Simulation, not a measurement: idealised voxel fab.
Process module, titled voxel transistor to metal
Cross-section cut: width 270 nm, square cells of 5 nm.
The cross-sections in this document take the form of a grid made of square cells. They are written out as bands, in order from top to bottom. Each band consists of one or more rows of cells.
Band entry format. Leading values: height of top, height of bottom, nm. Remainder: materials in left-to-right order, each with its width in nm. Special words: "everywhere" on a single material, which then fills the band edge to edge; "blank", empty space.
Height reference: 0 = level under which incoming wafer is all one material. Lowest band: no bottom, runs on downward, e.g. "0 nm and below".
A width such as "30 to 40" changes by the same amount from each row of cells to the next, from the band's top row to its bottom row.
It should be understood that the words "no modifications", when stated for a given step, signify that the cross-section underwent no change in any of its cells during that step.
The list in "Closed void roster" covers empty spaces of 8 cells or more that cannot reach the top through any open way, and it gives each as width x height at distance; the distance is from the left edge, and width, height and distance are in nm.
The remark found on a step's line after its settings is issued by the simulator itself and pertains to that step.
A step line may carry the setting "overlay nm", which, for steps involving a mask, states the distance by which the mask lay to the right of its intended position; negative values denote displacement to the left.
**The following list gives the planned process steps**
1: op RECEIVE | material Si
2: op CONFORMAL_DEP | material SiO2 | thk nm 5
3: op CONFORMAL_DEP | material SiN | thk nm 15
4: op PATTERN | tone cover | mask id ACTIVE | material resist | width nm 100 | pitch nm 130 | thk nm 20 | overlay nm 0
5: op DIRECTIONAL_ETCH | etch materials SiN | depth nm 15
6: op DIRECTIONAL_ETCH | etch materials SiO2 | depth nm 5
7: op DIRECTIONAL_ETCH | etch materials Si | depth nm 30
8: op STRIP | etch materials resist
9: op OXIDIZE | depth nm 5
10: op FILL_DEP | material SiO2 | thk nm 5
11: op CMP | height nm 20
12: op SELECTIVE_ETCH | etch materials SiO2 | depth nm 15
13: op STRIP | etch materials SiN
14: op SELECTIVE_ETCH | etch materials SiO2 | depth nm 5
15: op OXIDIZE | depth nm 5
16: op DIRECTIONAL_DEP | material polySi | thk nm 25
17: op DIRECTIONAL_DEP | material SiCN | thk nm 10
18: op MASKED_ETCH | tone cover | mask id GATE | width nm 20 | pitch nm 130 | etch materials SiCN | depth nm 20 | overlay nm 0
19: op MASKED_ETCH | tone cover | mask id GATE | width nm 20 | pitch nm 130 | etch materials polySi | depth nm 35 | overlay nm 0
20: op CONFORMAL_DEP | material SiO2 | thk nm 5
21: op DIRECTIONAL_ETCH | etch materials SiO2 | depth nm 5
22: op CONFORMAL_DEP | material SiN | thk nm 5
23: op DIRECTIONAL_ETCH | etch materials SiN | depth nm 5
24: op DIRECTIONAL_ETCH | etch materials SiO2 | depth nm 5
25: op DIRECTIONAL_ETCH | etch materials Si | depth nm 15
26: op EPI | material pSi | thk nm 20
27: op FILL_DEP | material SiO2 | thk nm 5
28: op CMP | height nm 35
29: op DIRECTIONAL_DEP | material SiO2 | thk nm 15
30: op MASKED_ETCH | tone open | mask id CONTACT | width nm 15 | etch materials SiO2 | depth nm 50 | overlay nm 0
31: op CONFORMAL_DEP | material TiN | thk nm 5
32: op FILL_DEP | material Ru | thk nm 10
33: op CMP | height nm 50
34: op CONFORMAL_DEP | material SiN | thk nm 5
35: op DIRECTIONAL_DEP | material lowk | thk nm 15
36: op PATTERN | tone open | mask id METAL_1 | material resist | width nm 15 | thk nm 20 | overlay nm 0
37: op DIRECTIONAL_ETCH | etch materials lowk | depth nm 15
38: op DIRECTIONAL_ETCH | etch materials SiN | depth nm 5
39: op STRIP | etch materials resist
40: op CONFORMAL_DEP | material TiN | thk nm 5
41: op FILL_DEP | material W | thk nm 5
42: op CMP | height nm 70
43: op EPI | material Ru | thk nm 5
44: op FILL_DEP | material SiCN | thk nm 5
**The first of a set of two wafers, run to plan**
**Received-state cross-section, reflecting completion of step 1**
    0 nm and below  Si everywhere
    Closed void roster: none
**Cross-section: wafer state after step 2**
    5 nm to 0 nm  SiO2 everywhere
    Below 0 it's all the same as before, nothing changed down there.
**Cross-section: wafer state after step 3**
    20 nm to 5 nm  SiN everywhere
    Below 5 it's all the same as before, nothing changed down there.
**Cross-section: wafer state after step 4**
    40 nm to 20 nm  blank (20), resist (100), blank (30), resist (100), blank (20)
    Below 20 it's all the same as before, nothing changed down there.
**Cross-section: wafer state after step 5**
    40 nm to 20 nm  blank (20), resist (100), blank (30), resist (100), blank (20)
    20 nm to 5 nm  blank (20), SiN (100), blank (30), SiN (100), blank (20)
    Below 5 it's all the same as before, nothing changed down there.
**Cross-section: wafer state after step 6**
    40 nm to 20 nm  blank (20), resist (100), blank (30), resist (100), blank (20)
    20 nm to 5 nm  blank (20), SiN (100), blank (30), SiN (100), blank (20)
    5 nm to 0 nm  blank (20), SiO2 (100), blank (30), SiO2 (100), blank (20)
    Below 0 it's all the same as before, nothing changed down there.
**Cross-section: wafer state after step 7**
    40 nm to 20 nm  blank (20), resist (100), blank (30), resist (100), blank (20)
    20 nm to 5 nm  blank (20), SiN (100), blank (30), SiN (100), blank (20)
    5 nm to 0 nm  blank (20), SiO2 (100), blank (30), SiO2 (100), blank (20)
    0 nm to -30 nm  blank (20), Si (100), blank (30), Si (100), blank (20)
    Below -30 it's all the same as before, nothing changed down there.
**Cross-section: wafer state after step 8**
    20 nm to 5 nm  blank (20), SiN (100), blank (30), SiN (100), blank (20)
    Below 5 it's all the same as before, nothing changed down there.
**Cross-section: wafer state after step 9**
    20 nm to 5 nm  blank (20), SiN (100), blank (30), SiN (100), blank (20)
    5 nm to 0 nm  blank (20), SiO2 (100), blank (30), SiO2 (100), blank (20)
    0 nm to -30 nm  blank (20), SiO2 (5), Si (90), SiO2 (5), blank (30), SiO2 (5), Si (90), SiO2 (5), blank (20)
    -30 nm to -35 nm  SiO2 (25), Si (90), SiO2 (40), Si (90), SiO2 (25)
    Below -35 it's all the same as before, nothing changed down there.
**Cross-section: wafer state after step 10**
    25 nm to 20 nm  SiO2 everywhere
    20 nm to 5 nm  SiO2 (20), SiN (100), SiO2 (30), SiN (100), SiO2 (20)
    5 nm to 0 nm  SiO2 everywhere
    0 nm to -35 nm  SiO2 (25), Si (90), SiO2 (40), Si (90), SiO2 (25)
    Below -35 it's all the same as before, nothing changed down there.
**Cross-section: wafer state after step 11**
    20 nm to 5 nm  SiO2 (20), SiN (100), SiO2 (30), SiN (100), SiO2 (20)
    Below 5 it's all the same as before, nothing changed down there.
**Cross-section: wafer state after step 12**
    20 nm to 5 nm  blank (20), SiN (100), blank (30), SiN (100), blank (20)
    Below 5 it's all the same as before, nothing changed down there.
**Cross-section: wafer state after step 13**
    5 nm to 0 nm  SiO2 everywhere
    Below 0 it's all the same as before, nothing changed down there.
**Cross-section: wafer state after step 14**
    0 nm to -35 nm  SiO2 (25), Si (90), SiO2 (40), Si (90), SiO2 (25)
    Below -35 it's all the same as before, nothing changed down there.
**Cross-section: wafer state after step 15**
    0 nm to -5 nm  SiO2 everywhere
    Below -5 it's all the same as before, nothing changed down there.
**Cross-section: wafer state after step 16**
    25 nm to 0 nm  polySi everywhere
    Below 0 it's all the same as before, nothing changed down there.
**Cross-section: wafer state after step 17**
    35 nm to 25 nm  SiCN everywhere
    Below 25 it's all the same as before, nothing changed down there.
**Cross-section: wafer state after step 18**
    35 nm to 25 nm  blank (60), SiCN (20), blank (110), SiCN (20), blank (60)
    Below 25 it's all the same as before, nothing changed down there.
**Cross-section: wafer state after step 19**
    35 nm to 25 nm  blank (60), SiCN (20), blank (110), SiCN (20), blank (60)
    25 nm to 0 nm  blank (60), polySi (20), blank (110), polySi (20), blank (60)
    Below 0 it's all the same as before, nothing changed down there.
**Cross-section: wafer state after step 20**
    40 nm to 35 nm  blank (55), SiO2 (30), blank (100), SiO2 (30), blank (55)
    35 nm to 25 nm  blank (55), SiO2 (5), SiCN (20), SiO2 (5), blank (100), SiO2 (5), SiCN (20), SiO2 (5), blank (55)
    25 nm to 5 nm  blank (55), SiO2 (5), polySi (20), SiO2 (5), blank (100), SiO2 (5), polySi (20), SiO2 (5), blank (55)
    5 nm to 0 nm  SiO2 (60), polySi (20), SiO2 (110), polySi (20), SiO2 (60)
    Below 0 it's all the same as before, nothing changed down there.
**Cross-section: wafer state after step 21**
    35 nm to 25 nm  blank (55), SiO2 (5), SiCN (20), SiO2 (5), blank (100), SiO2 (5), SiCN (20), SiO2 (5), blank (55)
    25 nm to 0 nm  blank (55), SiO2 (5), polySi (20), SiO2 (5), blank (100), SiO2 (5), polySi (20), SiO2 (5), blank (55)
    Below 0 it's all the same as before, nothing changed down there.
**Cross-section: wafer state after step 22**
    40 nm to 35 nm  blank (50), SiN (40), blank (90), SiN (40), blank (50)
    35 nm to 25 nm  blank (50), SiN (5), SiO2 (5), SiCN (20), SiO2 (5), SiN (5), blank (90), SiN (5), SiO2 (5), SiCN (20), SiO2 (5), SiN (5), blank (50)
    25 nm to 5 nm  blank (50), SiN (5), SiO2 (5), polySi (20), SiO2 (5), SiN (5), blank (90), SiN (5), SiO2 (5), polySi (20), SiO2 (5), SiN (5), blank (50)
    5 nm to 0 nm  SiN (55), SiO2 (5), polySi (20), SiO2 (5), SiN (100), SiO2 (5), polySi (20), SiO2 (5), SiN (55)
    Below 0 it's all the same as before, nothing changed down there.
**Cross-section: wafer state after step 23**
    35 nm to 25 nm  blank (50), SiN (5), SiO2 (5), SiCN (20), SiO2 (5), SiN (5), blank (90), SiN (5), SiO2 (5), SiCN (20), SiO2 (5), SiN (5), blank (50)
    25 nm to 0 nm  blank (50), SiN (5), SiO2 (5), polySi (20), SiO2 (5), SiN (5), blank (90), SiN (5), SiO2 (5), polySi (20), SiO2 (5), SiN (5), blank (50)
    Below 0 it's all the same as before, nothing changed down there.
**Cross-section: wafer state after step 24**
    35 nm to 30 nm  blank (50), SiN (5), blank (5), SiCN (20), blank (5), SiN (5), blank (90), SiN (5), blank (5), SiCN (20), blank (5), SiN (5), blank (50)
    30 nm to 25 nm  blank (50), SiN (5), SiO2 (5), SiCN (20), SiO2 (5), SiN (5), blank (90), SiN (5), SiO2 (5), SiCN (20), SiO2 (5), SiN (5), blank (50)
    25 nm to 0 nm  blank (50), SiN (5), SiO2 (5), polySi (20), SiO2 (5), SiN (5), blank (90), SiN (5), SiO2 (5), polySi (20), SiO2 (5), SiN (5), blank (50)
    0 nm to -5 nm  blank (50), SiO2 (40), blank (90), SiO2 (40), blank (50)
    Below -5 it's all the same as before, nothing changed down there.
**Cross-section: wafer state after step 25**
    35 nm to 30 nm  blank (50), SiN (5), blank (5), SiCN (20), blank (5), SiN (5), blank (90), SiN (5), blank (5), SiCN (20), blank (5), SiN (5), blank (50)
    30 nm to 25 nm  blank (50), SiN (5), SiO2 (5), SiCN (20), SiO2 (5), SiN (5), blank (90), SiN (5), SiO2 (5), SiCN (20), SiO2 (5), SiN (5), blank (50)
    25 nm to 0 nm  blank (50), SiN (5), SiO2 (5), polySi (20), SiO2 (5), SiN (5), blank (90), SiN (5), SiO2 (5), polySi (20), SiO2 (5), SiN (5), blank (50)
    0 nm to -5 nm  blank (50), SiO2 (40), blank (90), SiO2 (40), blank (50)
    -5 nm to -20 nm  SiO2 (25), blank (25), Si (40), blank (25), SiO2 (40), blank (25), Si (40), blank (25), SiO2 (25)
    Below -20 it's all the same as before, nothing changed down there.
**Cross-section: wafer state after step 26**
    35 nm to 30 nm  blank (50), SiN (5), blank (5), SiCN (20), blank (5), SiN (5), blank (90), SiN (5), blank (5), SiCN (20), blank (5), SiN (5), blank (50)
    30 nm to 25 nm  blank (50), SiN (5), SiO2 (5), SiCN (20), SiO2 (5), SiN (5), blank (90), SiN (5), SiO2 (5), SiCN (20), SiO2 (5), SiN (5), blank (50)
    25 nm to 15 nm  blank (50), SiN (5), SiO2 (5), polySi (20), SiO2 (5), SiN (5), blank (90), SiN (5), SiO2 (5), polySi (20), SiO2 (5), SiN (5), blank (50)
    15 nm to 0 nm  blank (30), pSi (20), SiN (5), SiO2 (5), polySi (20), SiO2 (5), SiN (5), pSi (20), blank (50), pSi (20), SiN (5), SiO2 (5), polySi (20), SiO2 (5), SiN (5), pSi (20), blank (30)
    0 nm to -5 nm  blank (20), pSi (30), SiO2 (40), pSi (30), blank (30), pSi (30), SiO2 (40), pSi (30), blank (20)
    -5 nm to -20 nm  SiO2 (25), pSi (25), Si (40), pSi (25), SiO2 (40), pSi (25), Si (40), pSi (25), SiO2 (25)
    Below -20 it's all the same as before, nothing changed down there.
**Cross-section: wafer state after step 27**
    40 nm to 35 nm  SiO2 everywhere
    35 nm to 25 nm  SiO2 (50), SiN (5), SiO2 (5), SiCN (20), SiO2 (5), SiN (5), SiO2 (90), SiN (5), SiO2 (5), SiCN (20), SiO2 (5), SiN (5), SiO2 (50)
    25 nm to 15 nm  SiO2 (50), SiN (5), SiO2 (5), polySi (20), SiO2 (5), SiN (5), SiO2 (90), SiN (5), SiO2 (5), polySi (20), SiO2 (5), SiN (5), SiO2 (50)
    15 nm to 0 nm  SiO2 (30), pSi (20), SiN (5), SiO2 (5), polySi (20), SiO2 (5), SiN (5), pSi (20), SiO2 (50), pSi (20), SiN (5), SiO2 (5), polySi (20), SiO2 (5), SiN (5), pSi (20), SiO2 (30)
    0 nm to -5 nm  SiO2 (20), pSi (30), SiO2 (40), pSi (30), SiO2 (30), pSi (30), SiO2 (40), pSi (30), SiO2 (20)
    Below -5 it's all the same as before, nothing changed down there.
**Cross-section: wafer state after step 28**
    35 nm to 25 nm  SiO2 (50), SiN (5), SiO2 (5), SiCN (20), SiO2 (5), SiN (5), SiO2 (90), SiN (5), SiO2 (5), SiCN (20), SiO2 (5), SiN (5), SiO2 (50)
    Below 25 it's all the same as before, nothing changed down there.
**Cross-section: wafer state after step 29**
    50 nm to 35 nm  SiO2 everywhere
    Below 35 it's all the same as before, nothing changed down there.
**Cross-section: wafer state after step 30**
    50 nm to 35 nm  SiO2 (25), blank (15), SiO2 (60), blank (15), SiO2 (40), blank (15), SiO2 (60), blank (15), SiO2 (25)
    35 nm to 25 nm  SiO2 (25), blank (15), SiO2 (10), SiN (5), SiO2 (5), SiCN (20), SiO2 (5), SiN (5), SiO2 (10), blank (15), SiO2 (40), blank (15), SiO2 (10), SiN (5), SiO2 (5), SiCN (20), SiO2 (5), SiN (5), SiO2 (10), blank (15), SiO2 (25)
    25 nm to 15 nm  SiO2 (25), blank (15), SiO2 (10), SiN (5), SiO2 (5), polySi (20), SiO2 (5), SiN (5), SiO2 (10), blank (15), SiO2 (40), blank (15), SiO2 (10), SiN (5), SiO2 (5), polySi (20), SiO2 (5), SiN (5), SiO2 (10), blank (15), SiO2 (25)
    15 nm to 0 nm  SiO2 (25), blank (5), pSi (20), SiN (5), SiO2 (5), polySi (20), SiO2 (5), SiN (5), pSi (20), blank (5), SiO2 (40), blank (5), pSi (20), SiN (5), SiO2 (5), polySi (20), SiO2 (5), SiN (5), pSi (20), blank (5), SiO2 (25)
    Below 0 it's all the same as before, nothing changed down there.
**Cross-section: wafer state after step 31**
    55 nm to 50 nm  TiN (30), blank (5), TiN (70), blank (5), TiN (50), blank (5), TiN (70), blank (5), TiN (30)
    50 nm to 35 nm  SiO2 (25), TiN (5), blank (5), TiN (5), SiO2 (60), TiN (5), blank (5), TiN (5), SiO2 (40), TiN (5), blank (5), TiN (5), SiO2 (60), TiN (5), blank (5), TiN (5), SiO2 (25)
    35 nm to 25 nm  SiO2 (25), TiN (5), blank (5), TiN (5), SiO2 (10), SiN (5), SiO2 (5), SiCN (20), SiO2 (5), SiN (5), SiO2 (10), TiN (5), blank (5), TiN (5), SiO2 (40), TiN (5), blank (5), TiN (5), SiO2 (10), SiN (5), SiO2 (5), SiCN (20), SiO2 (5), SiN (5), SiO2 (10), TiN (5), blank (5), TiN (5), SiO2 (25)
    25 nm to 20 nm  SiO2 (25), TiN (5), blank (5), TiN (5), SiO2 (10), SiN (5), SiO2 (5), polySi (20), SiO2 (5), SiN (5), SiO2 (10), TiN (5), blank (5), TiN (5), SiO2 (40), TiN (5), blank (5), TiN (5), SiO2 (10), SiN (5), SiO2 (5), polySi (20), SiO2 (5), SiN (5), SiO2 (10), TiN (5), blank (5), TiN (5), SiO2 (25)
    20 nm to 15 nm  SiO2 (25), TiN (15), SiO2 (10), SiN (5), SiO2 (5), polySi (20), SiO2 (5), SiN (5), SiO2 (10), TiN (15), SiO2 (40), TiN (15), SiO2 (10), SiN (5), SiO2 (5), polySi (20), SiO2 (5), SiN (5), SiO2 (10), TiN (15), SiO2 (25)
    15 nm to 0 nm  SiO2 (25), TiN (5), pSi (20), SiN (5), SiO2 (5), polySi (20), SiO2 (5), SiN (5), pSi (20), TiN (5), SiO2 (40), TiN (5), pSi (20), SiN (5), SiO2 (5), polySi (20), SiO2 (5), SiN (5), pSi (20), TiN (5), SiO2 (25)
    Below 0 it's all the same as before, nothing changed down there.
**Cross-section: wafer state after step 32**
    65 nm to 55 nm  Ru everywhere
    55 nm to 50 nm  TiN (30), Ru (5), TiN (70), Ru (5), TiN (50), Ru (5), TiN (70), Ru (5), TiN (30)
    50 nm to 35 nm  SiO2 (25), TiN (5), Ru (5), TiN (5), SiO2 (60), TiN (5), Ru (5), TiN (5), SiO2 (40), TiN (5), Ru (5), TiN (5), SiO2 (60), TiN (5), Ru (5), TiN (5), SiO2 (25)
    35 nm to 25 nm  SiO2 (25), TiN (5), Ru (5), TiN (5), SiO2 (10), SiN (5), SiO2 (5), SiCN (20), SiO2 (5), SiN (5), SiO2 (10), TiN (5), Ru (5), TiN (5), SiO2 (40), TiN (5), Ru (5), TiN (5), SiO2 (10), SiN (5), SiO2 (5), SiCN (20), SiO2 (5), SiN (5), SiO2 (10), TiN (5), Ru (5), TiN (5), SiO2 (25)
    25 nm to 20 nm  SiO2 (25), TiN (5), Ru (5), TiN (5), SiO2 (10), SiN (5), SiO2 (5), polySi (20), SiO2 (5), SiN (5), SiO2 (10), TiN (5), Ru (5), TiN (5), SiO2 (40), TiN (5), Ru (5), TiN (5), SiO2 (10), SiN (5), SiO2 (5), polySi (20), SiO2 (5), SiN (5), SiO2 (10), TiN (5), Ru (5), TiN (5), SiO2 (25)
    Below 20 it's all the same as before, nothing changed down there.
**Cross-section: wafer state after step 33**
    50 nm to 35 nm  SiO2 (25), TiN (5), Ru (5), TiN (5), SiO2 (60), TiN (5), Ru (5), TiN (5), SiO2 (40), TiN (5), Ru (5), TiN (5), SiO2 (60), TiN (5), Ru (5), TiN (5), SiO2 (25)
    Below 35 it's all the same as before, nothing changed down there.
**Cross-section: wafer state after step 34**
    55 nm to 50 nm  SiN everywhere
    Below 50 it's all the same as before, nothing changed down there.
**Cross-section: wafer state after step 35**
    70 nm to 55 nm  lowk everywhere
    Below 55 it's all the same as before, nothing changed down there.
**Cross-section: wafer state after step 36**
    90 nm to 70 nm  resist (25), blank (15), resist (60), blank (15), resist (40), blank (15), resist (60), blank (15), resist (25)
    Below 70 it's all the same as before, nothing changed down there.
**Cross-section: wafer state after step 37**
    90 nm to 70 nm  resist (25), blank (15), resist (60), blank (15), resist (40), blank (15), resist (60), blank (15), resist (25)
    70 nm to 55 nm  lowk (25), blank (15), lowk (60), blank (15), lowk (40), blank (15), lowk (60), blank (15), lowk (25)
    Below 55 it's all the same as before, nothing changed down there.
**Cross-section: wafer state after step 38**
    90 nm to 70 nm  resist (25), blank (15), resist (60), blank (15), resist (40), blank (15), resist (60), blank (15), resist (25)
    70 nm to 55 nm  lowk (25), blank (15), lowk (60), blank (15), lowk (40), blank (15), lowk (60), blank (15), lowk (25)
    55 nm to 50 nm  SiN (25), blank (15), SiN (60), blank (15), SiN (40), blank (15), SiN (60), blank (15), SiN (25)
    Below 50 it's all the same as before, nothing changed down there.
**Cross-section: wafer state after step 39**
    70 nm to 55 nm  lowk (25), blank (15), lowk (60), blank (15), lowk (40), blank (15), lowk (60), blank (15), lowk (25)
    Below 55 it's all the same as before, nothing changed down there.
**Cross-section: wafer state after step 40**
    75 nm to 70 nm  TiN (30), blank (5), TiN (70), blank (5), TiN (50), blank (5), TiN (70), blank (5), TiN (30)
    70 nm to 55 nm  lowk (25), TiN (5), blank (5), TiN (5), lowk (60), TiN (5), blank (5), TiN (5), lowk (40), TiN (5), blank (5), TiN (5), lowk (60), TiN (5), blank (5), TiN (5), lowk (25)
    55 nm to 50 nm  SiN (25), TiN (15), SiN (60), TiN (15), SiN (40), TiN (15), SiN (60), TiN (15), SiN (25)
    Below 50 it's all the same as before, nothing changed down there.
**Cross-section: wafer state after step 41**
    80 nm to 75 nm  W everywhere
    75 nm to 70 nm  TiN (30), W (5), TiN (70), W (5), TiN (50), W (5), TiN (70), W (5), TiN (30)
    70 nm to 55 nm  lowk (25), TiN (5), W (5), TiN (5), lowk (60), TiN (5), W (5), TiN (5), lowk (40), TiN (5), W (5), TiN (5), lowk (60), TiN (5), W (5), TiN (5), lowk (25)
    Below 55 it's all the same as before, nothing changed down there.
**Cross-section: wafer state after step 42**
    70 nm to 55 nm  lowk (25), TiN (5), W (5), TiN (5), lowk (60), TiN (5), W (5), TiN (5), lowk (40), TiN (5), W (5), TiN (5), lowk (60), TiN (5), W (5), TiN (5), lowk (25)
    Below 55 it's all the same as before, nothing changed down there.
**Cross-section: wafer state after step 43**
    75 nm to 70 nm  blank (20), Ru (25), blank (50), Ru (25), blank (30), Ru (25), blank (50), Ru (25), blank (20)
    Below 70 it's all the same as before, nothing changed down there.
**Cross-section: wafer state after step 44**
    80 nm to 75 nm  SiCN everywhere
    75 nm to 70 nm  SiCN (20), Ru (25), SiCN (50), Ru (25), SiCN (30), Ru (25), SiCN (50), Ru (25), SiCN (20)
    Below 70 it's all the same as before, nothing changed down there.
**Wafer two of the pair: same origin, same plan, one error during the run; identical to wafer one up to and including step 30**
**Second wafer shown in cross-section at the time step 31 was slated to end**
    55 nm to 50 nm  SiCN (30), blank (5), SiCN (70), blank (5), SiCN (50), blank (5), SiCN (70), blank (5), SiCN (30)
    50 nm to 35 nm  SiO2 (25), SiCN (5), blank (5), SiCN (5), SiO2 (60), SiCN (5), blank (5), SiCN (5), SiO2 (40), SiCN (5), blank (5), SiCN (5), SiO2 (60), SiCN (5), blank (5), SiCN (5), SiO2 (25)
    35 nm to 25 nm  SiO2 (25), SiCN (5), blank (5), SiCN (5), SiO2 (10), SiN (5), SiO2 (5), SiCN (20), SiO2 (5), SiN (5), SiO2 (10), SiCN (5), blank (5), SiCN (5), SiO2 (40), SiCN (5), blank (5), SiCN (5), SiO2 (10), SiN (5), SiO2 (5), SiCN (20), SiO2 (5), SiN (5), SiO2 (10), SiCN (5), blank (5), SiCN (5), SiO2 (25)
    25 nm to 20 nm  SiO2 (25), SiCN (5), blank (5), SiCN (5), SiO2 (10), SiN (5), SiO2 (5), polySi (20), SiO2 (5), SiN (5), SiO2 (10), SiCN (5), blank (5), SiCN (5), SiO2 (40), SiCN (5), blank (5), SiCN (5), SiO2 (10), SiN (5), SiO2 (5), polySi (20), SiO2 (5), SiN (5), SiO2 (10), SiCN (5), blank (5), SiCN (5), SiO2 (25)
    20 nm to 15 nm  SiO2 (25), SiCN (15), SiO2 (10), SiN (5), SiO2 (5), polySi (20), SiO2 (5), SiN (5), SiO2 (10), SiCN (15), SiO2 (40), SiCN (15), SiO2 (10), SiN (5), SiO2 (5), polySi (20), SiO2 (5), SiN (5), SiO2 (10), SiCN (15), SiO2 (25)
    15 nm to 0 nm  SiO2 (25), SiCN (5), pSi (20), SiN (5), SiO2 (5), polySi (20), SiO2 (5), SiN (5), pSi (20), SiCN (5), SiO2 (40), SiCN (5), pSi (20), SiN (5), SiO2 (5), polySi (20), SiO2 (5), SiN (5), pSi (20), SiCN (5), SiO2 (25)
    Below 0 it's all the same as before, nothing changed down there.
**Second wafer shown in cross-section at the time step 32 was slated to end**
    65 nm to 55 nm  Ru everywhere
    55 nm to 50 nm  SiCN (30), Ru (5), SiCN (70), Ru (5), SiCN (50), Ru (5), SiCN (70), Ru (5), SiCN (30)
    50 nm to 35 nm  SiO2 (25), SiCN (5), Ru (5), SiCN (5), SiO2 (60), SiCN (5), Ru (5), SiCN (5), SiO2 (40), SiCN (5), Ru (5), SiCN (5), SiO2 (60), SiCN (5), Ru (5), SiCN (5), SiO2 (25)
    35 nm to 25 nm  SiO2 (25), SiCN (5), Ru (5), SiCN (5), SiO2 (10), SiN (5), SiO2 (5), SiCN (20), SiO2 (5), SiN (5), SiO2 (10), SiCN (5), Ru (5), SiCN (5), SiO2 (40), SiCN (5), Ru (5), SiCN (5), SiO2 (10), SiN (5), SiO2 (5), SiCN (20), SiO2 (5), SiN (5), SiO2 (10), SiCN (5), Ru (5), SiCN (5), SiO2 (25)
    25 nm to 20 nm  SiO2 (25), SiCN (5), Ru (5), SiCN (5), SiO2 (10), SiN (5), SiO2 (5), polySi (20), SiO2 (5), SiN (5), SiO2 (10), SiCN (5), Ru (5), SiCN (5), SiO2 (40), SiCN (5), Ru (5), SiCN (5), SiO2 (10), SiN (5), SiO2 (5), polySi (20), SiO2 (5), SiN (5), SiO2 (10), SiCN (5), Ru (5), SiCN (5), SiO2 (25)
    Below 20 it's all the same as before, nothing changed down there.
**Second wafer shown in cross-section at the time step 33 was slated to end**
    50 nm to 35 nm  SiO2 (25), SiCN (5), Ru (5), SiCN (5), SiO2 (60), SiCN (5), Ru (5), SiCN (5), SiO2 (40), SiCN (5), Ru (5), SiCN (5), SiO2 (60), SiCN (5), Ru (5), SiCN (5), SiO2 (25)
    Below 35 it's all the same as before, nothing changed down there.
**Second wafer shown in cross-section at the time step 34 was slated to end**
    55 nm to 50 nm  SiN everywhere
    Below 50 it's all the same as before, nothing changed down there.
**Second wafer shown in cross-section at the time step 35 was slated to end**
    70 nm to 55 nm  lowk everywhere
    Below 55 it's all the same as before, nothing changed down there.
**Second wafer shown in cross-section at the time step 36 was slated to end**
    90 nm to 70 nm  resist (25), blank (15), resist (60), blank (15), resist (40), blank (15), resist (60), blank (15), resist (25)
    Below 70 it's all the same as before, nothing changed down there.
**Second wafer shown in cross-section at the time step 37 was slated to end**
    90 nm to 70 nm  resist (25), blank (15), resist (60), blank (15), resist (40), blank (15), resist (60), blank (15), resist (25)
    70 nm to 55 nm  lowk (25), blank (15), lowk (60), blank (15), lowk (40), blank (15), lowk (60), blank (15), lowk (25)
    Below 55 it's all the same as before, nothing changed down there.
**Second wafer shown in cross-section at the time step 38 was slated to end**
    90 nm to 70 nm  resist (25), blank (15), resist (60), blank (15), resist (40), blank (15), resist (60), blank (15), resist (25)
    70 nm to 55 nm  lowk (25), blank (15), lowk (60), blank (15), lowk (40), blank (15), lowk (60), blank (15), lowk (25)
    55 nm to 50 nm  SiN (25), blank (15), SiN (60), blank (15), SiN (40), blank (15), SiN (60), blank (15), SiN (25)
    Below 50 it's all the same as before, nothing changed down there.
**Second wafer shown in cross-section at the time step 39 was slated to end**
    70 nm to 55 nm  lowk (25), blank (15), lowk (60), blank (15), lowk (40), blank (15), lowk (60), blank (15), lowk (25)
    Below 55 it's all the same as before, nothing changed down there.
**Second wafer shown in cross-section at the time step 40 was slated to end**
    75 nm to 70 nm  TiN (30), blank (5), TiN (70), blank (5), TiN (50), blank (5), TiN (70), blank (5), TiN (30)
    70 nm to 55 nm  lowk (25), TiN (5), blank (5), TiN (5), lowk (60), TiN (5), blank (5), TiN (5), lowk (40), TiN (5), blank (5), TiN (5), lowk (60), TiN (5), blank (5), TiN (5), lowk (25)
    55 nm to 50 nm  SiN (25), TiN (15), SiN (60), TiN (15), SiN (40), TiN (15), SiN (60), TiN (15), SiN (25)
    Below 50 it's all the same as before, nothing changed down there.
**Second wafer shown in cross-section at the time step 41 was slated to end**
    80 nm to 75 nm  W everywhere
    75 nm to 70 nm  TiN (30), W (5), TiN (70), W (5), TiN (50), W (5), TiN (70), W (5), TiN (30)
    70 nm to 55 nm  lowk (25), TiN (5), W (5), TiN (5), lowk (60), TiN (5), W (5), TiN (5), lowk (40), TiN (5), W (5), TiN (5), lowk (60), TiN (5), W (5), TiN (5), lowk (25)
    Below 55 it's all the same as before, nothing changed down there.
**Second wafer shown in cross-section at the time step 42 was slated to end**
    70 nm to 55 nm  lowk (25), TiN (5), W (5), TiN (5), lowk (60), TiN (5), W (5), TiN (5), lowk (40), TiN (5), W (5), TiN (5), lowk (60), TiN (5), W (5), TiN (5), lowk (25)
    Below 55 it's all the same as before, nothing changed down there.
**Second wafer shown in cross-section at the time step 43 was slated to end**
    75 nm to 70 nm  blank (20), Ru (25), blank (50), Ru (25), blank (30), Ru (25), blank (50), Ru (25), blank (20)
    Below 70 it's all the same as before, nothing changed down there.
**Second wafer shown in cross-section at the time step 44 was slated to end**
    80 nm to 75 nm  SiCN everywhere
    75 nm to 70 nm  SiCN (20), Ru (25), SiCN (50), Ru (25), SiCN (30), Ru (25), SiCN (50), Ru (25), SiCN (20)
    Below 70 it's all the same as before, nothing changed down there.
So what did we get wrong on this run? step 31 changed vs plan, executed as op CONFORMAL_DEP | material SiCN | thk nm 5
at the end the second wafer has, in cells: SiCN: 72 more, TiN: 72 fewer
